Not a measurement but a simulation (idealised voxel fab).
Proc. module: voxel released beams
The cross-section shown here is cut; it is 220 nm wide and divided into square cells measuring 5 nm on a side.
In what follows, cross-sections appear as grids of square cells, described through bands that run from the top down, where every band is one or more rows of cells. Band entry format. Leading values: height of top, height of bottom, nm. Remainder: materials in left-to-right order, each with its width in nm. Special words: "everywhere" on a single material, which then fills the band edge to edge; "blank", empty space. Beneath 0, the wafer as received is one material, and that level is where height counting begins. The lowest band goes on downward without a bottom; it is written like "0 and below". Top row gets the first number, bottom row gets the second, and each row in between changes by the same step: that is how a band width like "30 to 40" works. Where a step carries "no change", the cross-section came out of it unchanged, cell for cell. "Closed void register": sealed empty spaces, 8 cells or more, no open way to top, listed width x height at distance, with distance from the left edge and width, height and distance in nm. On a step's line, text after the settings is the simulator commenting on that step. On any step carrying a mask, the "overlay nm" setting, if present on the step's line, tells how far right of its planned place the mask lay; negative values point to the left.

## Steps in the process plan
1) RECEIVE (material Si)
2) CONFORMAL_DEP (material Al2O3; thk nm 5)
3) DIRECTIONAL_DEP (material SiO2; thk nm 10)
4) DIRECTIONAL_DEP (material aC; thk nm 15)
5) PATTERN (tone open; mask id ANCHOR; material resist; width nm 35; thk nm 35; overlay nm 0)
6) DIRECTIONAL_ETCH (etch materials aC; depth nm 15)
7) STRIP (etch materials resist)
8) DIRECTIONAL_ETCH (etch materials SiO2; depth nm 10)
9) STRIP (etch materials aC)
10) CONFORMAL_DEP (material polySi; thk nm 10)
11) DIRECTIONAL_DEP (material aC; thk nm 15)
12) PATTERN (tone cover; mask id BEAM; material resist; width nm 85; thk nm 30; overlay nm 0)
13) DIRECTIONAL_ETCH (etch materials aC; depth nm 15)
14) STRIP (etch materials resist)
15) DIRECTIONAL_ETCH (etch materials polySi; depth nm 10)
16) STRIP (etch materials aC)
17) STRIP (etch materials SiO2)

## The cross-section here shows the wafer as received, i.e. in its state after step 1
    0 and below: Si everywhere
    Closed void register: none

## a wafer at the end: this start, this plan, one mistake
    25 down to 15: 65 nm blank  50 nm polySi  105 nm blank
    15 down to 5: 60 nm blank  10 nm polySi  35 nm SiO2  45 nm polySi  70 nm blank
    5 down to 0: Al2O3 everywhere
    0 and below: Si everywhere
    Closed void register: none
What was the processing mistake? step 5 ran with different settings than intended, the actual operation and settings being PATTERN (tone cover; mask id ANCHOR; material resist; width nm 35; thk nm 35; overlay nm 0)
